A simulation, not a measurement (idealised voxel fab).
The process module presented herein is designated voxel ribs on slabs.
Square cells of 5 nm make up the cross-section cut, whose width is 220 nm.
Reading order for cross-sections: top band down to bottom band. Underlying form: a grid of square cells. Band size: one or more rows of cells. Per band: top height and bottom height in nm, followed by the left-to-right materials and their widths in nm; "everywhere" marks a single material spanning edge to edge, "blank" marks empty space. All heights in this document are referenced to 0, defined as the level beneath which the wafer, as received, consists entirely of one material. The lowest band is not bounded below; it extends indefinitely downward and is written in the form "0 down". So if you see something like "30 to 40" for the width, read it as the top row of the band sitting at the first number and the bottom row at the second, with every row in between moving by the same amount as the last. No cell of the cross-section changed in a step that is given as "no alterations made". In "Voids, enclosed" the enclosed voids are listed, meaning empty spaces of 8 cells or larger without any opening to the top. The form is width x height at distance, distance from the left edge, units nm. Post-settings text on a step line: simulator's own remark regarding the step. overlay nm: mask right of planned place by this much (step with mask). Neg. = left.
[These are the steps we planned for the process]
1. RECEIVE, material Si
2. DIRECTIONAL_DEP, material SiO2, thk nm 20
3. DIRECTIONAL_DEP, material polySi, thk nm 20
4. PATTERN, tone cover, mask id RIB, material resist, width nm 20, thk nm 20, overlay nm 0
5. DIRECTIONAL_ETCH, etch materials polySi, depth nm 5
6. STRIP, etch materials resist
7. DIRECTIONAL_DEP, material aC, thk nm 10
8. PATTERN, tone cover, mask id SLAB, material resist, width nm 70, thk nm 30, overlay nm 0
9. DIRECTIONAL_ETCH, etch materials aC, depth nm 10
10. STRIP, etch materials resist
11. DIRECTIONAL_ETCH, etch materials polySi, depth nm 15
12. STRIP, etch materials aC
13. FILL_DEP, material SiO2, thk nm 20
14. CMP, height nm 55
15. DIRECTIONAL_DEP, material TiN, thk nm 10
16. PATTERN, tone cover, mask id HEATER, material resist, width nm 30, thk nm 15, overlay nm 0
17. DIRECTIONAL_ETCH, etch materials TiN, depth nm 10
18. STRIP, etch materials resist
19. CONFORMAL_DEP, material SiN, thk nm 5
[The first wafer of two, processed as planned]
[As received (post step 1): cross-section]
	0 down = Si everywhere
	Voids, enclosed: none
[Cross-section of the wafer subsequent to step 2]
	20 to 0 = SiO2 everywhere
	For the remainder of the cross-section, below 0, there is no change.
[Cross-section of the wafer subsequent to step 3]
	40 to 20 = polySi everywhere
	For the remainder of the cross-section, below 20, there is no change.
[Cross-section of the wafer subsequent to step 4]
	60 to 40 = blank 100 / resist 20 / blank 100
	For the remainder of the cross-section, below 40, there is no change.
[Cross-section of the wafer subsequent to step 5]
	60 to 40 = blank 100 / resist 20 / blank 100
	40 to 35 = blank 100 / polySi 20 / blank 100
	For the remainder of the cross-section, below 35, there is no change.
[Cross-section of the wafer subsequent to step 6]
	40 to 35 = blank 100 / polySi 20 / blank 100
	For the remainder of the cross-section, below 35, there is no change.
[Cross-section of the wafer subsequent to step 7]
	50 to 45 = blank 100 / aC 20 / blank 100
	45 to 40 = aC everywhere
	40 to 35 = aC 100 / polySi 20 / aC 100
	For the remainder of the cross-section, below 35, there is no change.
[Cross-section of the wafer subsequent to step 8]
	80 to 50 = blank 75 / resist 70 / blank 75
	50 to 45 = blank 75 / resist 25 / aC 20 / resist 25 / blank 75
	For the remainder of the cross-section, below 45, there is no change.
[Cross-section of the wafer subsequent to step 9]
	70 to 50 = blank 75 / resist 70 / blank 75
	50 to 45 = blank 75 / resist 25 / aC 20 / resist 25 / blank 75
	45 to 40 = blank 75 / aC 70 / blank 75
	40 to 35 = blank 75 / aC 25 / polySi 20 / aC 25 / blank 75
	For the remainder of the cross-section, below 35, there is no change.
[Cross-section of the wafer subsequent to step 10]
	50 to 40 = blank 100 to 75 / aC 20 to 70 / blank 100 to 75
	For the remainder of the cross-section, below 40, there is no change.
[Cross-section of the wafer subsequent to step 11]
	50 to 40 = blank 100 to 75 / aC 20 to 70 / blank 100 to 75
	40 to 35 = blank 75 / aC 25 / polySi 20 / aC 25 / blank 75
	35 to 20 = blank 75 / polySi 70 / blank 75
	For the remainder of the cross-section, below 20, there is no change.
[Cross-section of the wafer subsequent to step 12]
	40 to 35 = blank 100 / polySi 20 / blank 100
	For the remainder of the cross-section, below 35, there is no change.
[Cross-section of the wafer subsequent to step 13]
	60 to 40 = SiO2 everywhere
	40 to 35 = SiO2 100 / polySi 20 / SiO2 100
	35 to 20 = SiO2 75 / polySi 70 / SiO2 75
	For the remainder of the cross-section, below 20, there is no change.
[Cross-section of the wafer subsequent to step 14]
	55 to 40 = SiO2 everywhere
	For the remainder of the cross-section, below 40, there is no change.
[Cross-section of the wafer subsequent to step 15]
	65 to 55 = TiN everywhere
	For the remainder of the cross-section, below 55, there is no change.
[Cross-section of the wafer subsequent to step 16]
	80 to 65 = blank 95 / resist 30 / blank 95
	For the remainder of the cross-section, below 65, there is no change.
[Cross-section of the wafer subsequent to step 17]
	80 to 65 = blank 95 / resist 30 / blank 95
	65 to 55 = blank 95 / TiN 30 / blank 95
	For the remainder of the cross-section, below 55, there is no change.
[Cross-section of the wafer subsequent to step 18]
	65 to 55 = blank 95 / TiN 30 / blank 95
	For the remainder of the cross-section, below 55, there is no change.
[Cross-section of the wafer subsequent to step 19]
	70 to 65 = blank 90 / SiN 40 / blank 90
	65 to 60 = blank 90 / SiN 5 / TiN 30 / SiN 5 / blank 90
	60 to 55 = SiN 95 / TiN 30 / SiN 95
	For the remainder of the cross-section, below 55, there is no change.
[Okay, second wafer. Nothing different at the start, nothing different in the plan, just one mistake somewhere in the running. As far as step 1, counting that step, it's the first wafer all over again]
[Here is the second wafer in cross-section at the point where step 2 of the plan should have been done]
	20 to 0 = polySi everywhere
	For the remainder of the cross-section, below 0, there is no change.
[Here is the second wafer in cross-section at the point where step 3 of the plan should have been done]
	40 to 20 = SiO2 everywhere
	For the remainder of the cross-section, below 20, there is no change.
[Here is the second wafer in cross-section at the point where step 4 of the plan should have been done]
	60 to 40 = blank 100 / resist 20 / blank 100
	For the remainder of the cross-section, below 40, there is no change.
Here is the second wafer in cross-section at the point where step 5 of the plan should have been done: no alterations made
[Here is the second wafer in cross-section at the point where step 6 of the plan should have been done]
	40 to 20 = SiO2 everywhere
	For the remainder of the cross-section, below 20, there is no change.
[Here is the second wafer in cross-section at the point where step 7 of the plan should have been done]
	50 to 40 = aC everywhere
	For the remainder of the cross-section, below 40, there is no change.
[Here is the second wafer in cross-section at the point where step 8 of the plan should have been done]
	80 to 50 = blank 75 / resist 70 / blank 75
	For the remainder of the cross-section, below 50, there is no change.
[Here is the second wafer in cross-section at the point where step 9 of the plan should have been done]
	70 to 50 = blank 75 / resist 70 / blank 75
	50 to 40 = blank 75 / aC 70 / blank 75
	For the remainder of the cross-section, below 40, there is no change.
[Here is the second wafer in cross-section at the point where step 10 of the plan should have been done]
	50 to 40 = blank 75 / aC 70 / blank 75
	For the remainder of the cross-section, below 40, there is no change.
Here is the second wafer in cross-section at the point where step 11 of the plan should have been done: no alterations made
[Here is the second wafer in cross-section at the point where step 12 of the plan should have been done]
	40 to 20 = SiO2 everywhere
	For the remainder of the cross-section, below 20, there is no change.
[Here is the second wafer in cross-section at the point where step 13 of the plan should have been done]
	60 to 20 = SiO2 everywhere
	For the remainder of the cross-section, below 20, there is no change.
[Here is the second wafer in cross-section at the point where step 14 of the plan should have been done]
	55 to 20 = SiO2 everywhere
	For the remainder of the cross-section, below 20, there is no change.
[Here is the second wafer in cross-section at the point where step 15 of the plan should have been done]
	65 to 55 = TiN everywhere
	For the remainder of the cross-section, below 55, there is no change.
[Here is the second wafer in cross-section at the point where step 16 of the plan should have been done]
	80 to 65 = blank 95 / resist 30 / blank 95
	For the remainder of the cross-section, below 65, there is no change.
[Here is the second wafer in cross-section at the point where step 17 of the plan should have been done]
	80 to 65 = blank 95 / resist 30 / blank 95
	65 to 55 = blank 95 / TiN 30 / blank 95
	For the remainder of the cross-section, below 55, there is no change.
[Here is the second wafer in cross-section at the point where step 18 of the plan should have been done]
	65 to 55 = blank 95 / TiN 30 / blank 95
	For the remainder of the cross-section, below 55, there is no change.
[Here is the second wafer in cross-section at the point where step 19 of the plan should have been done]
	70 to 65 = blank 90 / SiN 40 / blank 90
	65 to 60 = blank 90 / SiN 5 / TiN 30 / SiN 5 / blank 90
	60 to 55 = SiN 95 / TiN 30 / SiN 95
	For the remainder of the cross-section, below 55, there is no change.
Here's what went sideways: mixed up steps 2 and 3 - ran each in the other's place
Final wafer comparison in cells, second versus first, more or fewer per material: 130 fewer of SiO2 | 130 more of polySi
